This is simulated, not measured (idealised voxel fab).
A process module follows: voxel air gaps.
Section shown: cut. Width: 300 nm. Cell size: 5 nm, square.
Cross-section = grid of square cells, listed top down in bands; band = one or more rows.
Top height, bottom height, nm. Materials left to right, width each, nm. Single material + "full width" = fills band edge to edge. "air" = empty.
It should be noted that heights are counted from 0, beneath which the wafer as supplied is of one material throughout, and that the lowest band possesses no lower boundary but continues downward, as written in "0 nm and below".
A two-number width, for instance "30..40", indicates that the width is equal to the first number in the top row of the band and to the second number in the bottom row, and that it changes by a constant amount per row of cells.
"stayed the same" for a step: no cell of the cross-section changed in that step.
"Non-vented voids": sealed empty spaces, 8 cells or more, no open way to top, listed width x height at distance, with distance from the left edge and width, height and distance in nm.
after a step's settings: what the simulator itself notes on the step
The optional step-line setting "overlay nm" applies to steps with a mask and quantifies how far to the right of its planned location the mask lay, a negative value indicating leftward placement.
-- This section lists the process steps that were planned
1,RECEIVE: material Si
2,CONFORMAL_DEP: material SiO2, thk nm 10
3,CONFORMAL_DEP: material SiCN, thk nm 5
4,DIRECTIONAL_DEP: material SiO2, thk nm 40
5,MASKED_ETCH: tone open, mask id LINES, width nm 25, pitch nm 50, etch materials SiO2, depth nm 40, overlay nm 0
6,CONFORMAL_DEP: material TiN, thk nm 5
7,FILL_DEP: material Ru, thk nm 10
8,CMP: height nm 55
9,EPI: material Ru, thk nm 10
10,SELECTIVE_ETCH: etch materials SiO2, depth nm 50
11,CONFORMAL_DEP: material SiCN, thk nm 5
-- Wafer cross-section on receipt, i.e. after step 1
0 nm and below = Si full width
Non-vented voids: none
-- Below is the wafer in cross-section after the module was completed. It began from the starting point shown above and followed the plan shown above, except that one mistake was made while running it
70 nm to 65 nm = 75 air / 45 SiCN / 5 air / 45 SiCN / 5 air / 45 SiCN / 80 air
65 nm to 55 nm = 75 air / 5 SiCN / 35 Ru / 5 SiCN / 5 air / 5 SiCN / 35 Ru / 5 SiCN / 5 air / 5 SiCN / 35 Ru / 5 SiCN / 80 air
55 nm to 50 nm = 75 air / 15 SiCN / 5 TiN / 5 Ru / 5 TiN / 15 SiCN / 5 air / 15 SiCN / 5 TiN / 5 Ru / 5 TiN / 15 SiCN / 5 air / 15 SiCN / 5 TiN / 5 Ru / 5 TiN / 15 SiCN / 80 air
50 nm to 20 nm = 85 air / 5 SiCN / 5 TiN / 5 Ru / 5 TiN / 5 SiCN / 25 air / 5 SiCN / 5 TiN / 5 Ru / 5 TiN / 5 SiCN / 25 air / 5 SiCN / 5 TiN / 5 Ru / 5 TiN / 5 SiCN / 90 air
20 nm to 15 nm = 90 SiCN / 15 TiN / 35 SiCN / 15 TiN / 35 SiCN / 15 TiN / 95 SiCN
15 nm to 10 nm = SiCN full width
10 nm to 0 nm = SiO2 full width
0 nm and below = Si full width
Non-vented voids: none
Short version of what went wrong: step 5 off recipe, ran as MASKED_ETCH: tone open, mask id LINES, width nm 15, pitch nm 50, etch materials SiO2, depth nm 40, overlay nm 0
